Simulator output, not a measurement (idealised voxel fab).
This is a process module. Its name is voxel double patterning.
Square cells of 5 nm make up the cross-section cut, whose width is 245 nm.
In what follows, cross-sections appear as grids of square cells, described through bands that run from the top down, where every band is one or more rows of cells.
Band: top and bottom heights (nm) first, top before bottom; then materials from left to right, widths in nm. "all across" marks a sole material filling the band edge to edge. "empty" denotes empty space.
Basically, 0 is our baseline, since under it the wafer straight out of the box is all one material. The bottom band has no lower end and keeps on going down, so it looks like "0 -> down".
A width such as "30 to 40" changes by the same amount from each row of cells to the next, from the band's top row to its bottom row.
"no change occurred" means the step left every cell of the cross-section as it was.
The entry "Fully closed voids" lists the empty spaces that cover at least 8 cells and have no open path to the top. Each is written as width x height at distance, where the distance is measured from the left edge and all three values are in nm.
Read whatever lies past the settings on a step's line as the simulator's own remark about the step.
overlay nm: for a step with a mask, the amount by which the mask lay right of where it was planned; a negative amount means left of it.
Here's what the planned process steps look like:
| 1 | RECEIVE | material Si |
| 2 | CONFORMAL_DEP | material SiO2 | thk nm 10 |
| 3 | DIRECTIONAL_DEP | material W | thk nm 15 |
| 4 | DIRECTIONAL_DEP | material SiN | thk nm 5 |
| 5 | PATTERN | tone open | mask id FIRST | material resist | width nm 15 | pitch nm 50 | thk nm 20 | overlay nm 0 |
| 6 | DIRECTIONAL_ETCH | etch materials SiN | depth nm 5 |
| 7 | STRIP | etch materials resist |
| 8 | MASKED_ETCH | tone open | mask id SECOND | width nm 15 | etch materials SiN | depth nm 5 | overlay nm 0 |
| 9 | DIRECTIONAL_ETCH | etch materials W | depth nm 15 |
| 10 | STRIP | etch materials SiN |
Cross-section of the wafer at receipt, which is the condition after step 1:
    0 -> down  Si all across
    Fully closed voids: none
Cross-sectional view of the first of the two wafers upon completion of the module, processed in accordance with the plan:
    25 -> 10  90 of W / 15 of empty / 10 of W / 15 of empty / 10 of W / 15 of empty / 90 of W
    10 -> 0  SiO2 all across
    0 -> down  Si all across
    Fully closed voids: none
Now the second wafer, cross-sectioned at the end of the module. Nothing different at the start, nothing different in the plan compared with the first, just one mistake when it was actually run:
    30 -> 25  90 of SiN / 15 of empty / 10 of SiN / 15 of empty / 10 of SiN / 15 of empty / 90 of SiN
    25 -> 10  90 of W / 15 of empty / 10 of W / 15 of empty / 10 of W / 15 of empty / 90 of W
    10 -> 0  SiO2 all across
    0 -> down  Si all across
    Fully closed voids: none
In executing the process, a mistake was made relative to the plan: step 10 of the plan never got run, it was skipped over
Final difference in cells, second wafer against first, listed per material as more or fewer: SiN: 40 more
